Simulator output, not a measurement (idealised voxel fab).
Presented below is a process module, voxel released beams.
cross-section cut | 280 nm wide | cells 5 nm
Just so we're on the same page, the cross-sections are grids of square cells, and they're listed out in bands top to bottom, each band one or more rows deep.
Heights first: top, then bottom, in nm. Then materials, left to right, each with a width in nm. "everywhere" on a single material: fills the band edge to edge. "air": empty space.
Ref level 0: as-received wafer is one material below here. Bottom band extends down with no lower bound ("0 down").
The width entry "30->40" should be interpreted row by row: the top row of cells in the band takes the first number, the bottom row takes the second number, and the change between adjacent rows is uniform throughout.
"identical to before", as given for a step, is the statement that not any cell of the cross-section underwent a change during that step.
The list in "Closed void table" covers empty spaces of 8 cells or more that cannot reach the top through any open way, and it gives each as width x height at distance; the distance is from the left edge, and width, height and distance are in nm.
What comes after the settings on a step's line is commentary from the simulator itself on that step.
A step's line can hold "overlay nm"; with a mask on that step, the setting says how far right of the planned place the mask lay, while a negative setting says it lay to the left.

[Process steps - plan]
| 1 | op RECEIVE | material Si |
| 2 | op CONFORMAL_DEP | material Al2O3 | thk nm 10 |
| 3 | op DIRECTIONAL_DEP | material SiO2 | thk nm 20 |
| 4 | op PATTERN | tone open | mask id ANCHOR | material resist | width nm 25 | thk nm 20 | overlay nm 0 |
| 5 | op DIRECTIONAL_ETCH | etch materials SiO2 | depth nm 20 |
| 6 | op STRIP | etch materials resist |
| 7 | op CONFORMAL_DEP | material SiN | thk nm 10 |
| 8 | op DIRECTIONAL_DEP | material aC | thk nm 10 |
| 9 | op PATTERN | tone cover | mask id BEAM | material resist | width nm 70 | thk nm 30 | overlay nm 0 |
| 10 | op DIRECTIONAL_ETCH | etch materials aC | depth nm 10 |
| 11 | op STRIP | etch materials resist |
| 12 | op DIRECTIONAL_ETCH | etch materials SiN | depth nm 10 |
| 13 | op STRIP | etch materials aC |
| 14 | op STRIP | etch materials SiO2 |

[The first wafer of two, processed as planned]

[Incoming wafer in cross-section (state: after step 1)]
> 0 down | Si everywhere
> Closed void table: none

[Step 2 done - wafer cross-section]
> 10 to 0 | Al2O3 everywhere
> Below 0, the layers are the same as they were.

[Step 3 done - wafer cross-section]
> 30 to 10 | SiO2 everywhere
> Below 10, the layers are the same as they were.

[Step 4 done - wafer cross-section]
> 50 to 30 | resist 105; air 25; resist 150
> Below 30, the layers are the same as they were.

[Step 5 done - wafer cross-section]
> 50 to 30 | resist 105; air 25; resist 150
> 30 to 10 | SiO2 105; air 25; SiO2 150
> Below 10, the layers are the same as they were.

[Step 6 done - wafer cross-section]
> 30 to 10 | SiO2 105; air 25; SiO2 150
> Below 10, the layers are the same as they were.

[Step 7 done - wafer cross-section]
> 40 to 30 | SiN 115; air 5; SiN 160
> 30 to 20 | SiO2 105; SiN 10; air 5; SiN 10; SiO2 150
> 20 to 10 | SiO2 105; SiN 25; SiO2 150
> Below 10, the layers are the same as they were.

[Step 8 done - wafer cross-section]
> 50 to 40 | aC 115; air 5; aC 160
> 40 to 30 | SiN 115; air 5; SiN 160
> 30 to 20 | SiO2 105; SiN 10; aC 5; SiN 10; SiO2 150
> Below 20, the layers are the same as they were.

[Step 9 done - wafer cross-section]
> 80 to 50 | air 100; resist 70; air 110
> 50 to 40 | aC 115; resist 5; aC 160
> 40 to 30 | SiN 115; resist 5; SiN 160
> Below 30, the layers are the same as they were.

[Step 10 done - wafer cross-section]
> 70 to 50 | air 100; resist 70; air 110
> 50 to 40 | air 100; aC 15; resist 5; aC 50; air 110
> Below 40, the layers are the same as they were.

[Step 11 done - wafer cross-section]
> 50 to 40 | air 100; aC 15; air 5; aC 50; air 110
> 40 to 30 | SiN 115; air 5; SiN 160
> Below 30, the layers are the same as they were.

[Step 12 done - wafer cross-section]
> 50 to 40 | air 100; aC 15; air 5; aC 50; air 110
> 40 to 30 | air 100; SiN 15; air 5; SiN 50; air 110
> Below 30, the layers are the same as they were.

[Step 13 done - wafer cross-section]
> 40 to 30 | air 100; SiN 15; air 5; SiN 50; air 110
> 30 to 20 | SiO2 105; SiN 10; air 5; SiN 10; SiO2 150
> Below 20, the layers are the same as they were.

[Step 14 done - wafer cross-section]
> 40 to 30 | air 100; SiN 15; air 5; SiN 50; air 110
> 30 to 20 | air 105; SiN 10; air 5; SiN 10; air 150
> 20 to 10 | air 105; SiN 25; air 150
> Below 10, the layers are the same as they were.

[The second wafer: identical to the first at the outset and in its planned sequence, differing only in that one mistake was made during processing; up to and including step 1, its path is the first wafer's path]

[What the second wafer looks like in cross-section when step 2 should have wrapped up]
> 20 to 0 | SiO2 everywhere
> Below 0, the layers are the same as they were.

[What the second wafer looks like in cross-section when step 3 should have wrapped up]
> 30 to 20 | Al2O3 everywhere
> Below 20, the layers are the same as they were.

[What the second wafer looks like in cross-section when step 4 should have wrapped up]
> 50 to 30 | resist 105; air 25; resist 150
> Below 30, the layers are the same as they were.

What the second wafer looks like in cross-section when step 5 should have wrapped up: identical to before

[What the second wafer looks like in cross-section when step 6 should have wrapped up]
> 30 to 20 | Al2O3 everywhere
> Below 20, the layers are the same as they were.

[What the second wafer looks like in cross-section when step 7 should have wrapped up]
> 40 to 30 | SiN everywhere
> Below 30, the layers are the same as they were.

[What the second wafer looks like in cross-section when step 8 should have wrapped up]
> 50 to 40 | aC everywhere
> Below 40, the layers are the same as they were.

[What the second wafer looks like in cross-section when step 9 should have wrapped up]
> 80 to 50 | air 100; resist 70; air 110
> Below 50, the layers are the same as they were.

[What the second wafer looks like in cross-section when step 10 should have wrapped up]
> 70 to 50 | air 100; resist 70; air 110
> 50 to 40 | air 100; aC 70; air 110
> Below 40, the layers are the same as they were.

[What the second wafer looks like in cross-section when step 11 should have wrapped up]
> 50 to 40 | air 100; aC 70; air 110
> Below 40, the layers are the same as they were.

[What the second wafer looks like in cross-section when step 12 should have wrapped up]
> 50 to 40 | air 100; aC 70; air 110
> 40 to 30 | air 100; SiN 70; air 110
> Below 30, the layers are the same as they were.

[What the second wafer looks like in cross-section when step 13 should have wrapped up]
> 40 to 30 | air 100; SiN 70; air 110
> Below 30, the layers are the same as they were.

What the second wafer looks like in cross-section when step 14 should have wrapped up: identical to before
Nonconformance to the process plan: order of steps 2 and 3 inverted relative to the plan
FYI, end of process, the second wafer has more or fewer cells of some materials than the first: -16 SiN | +224 SiO2
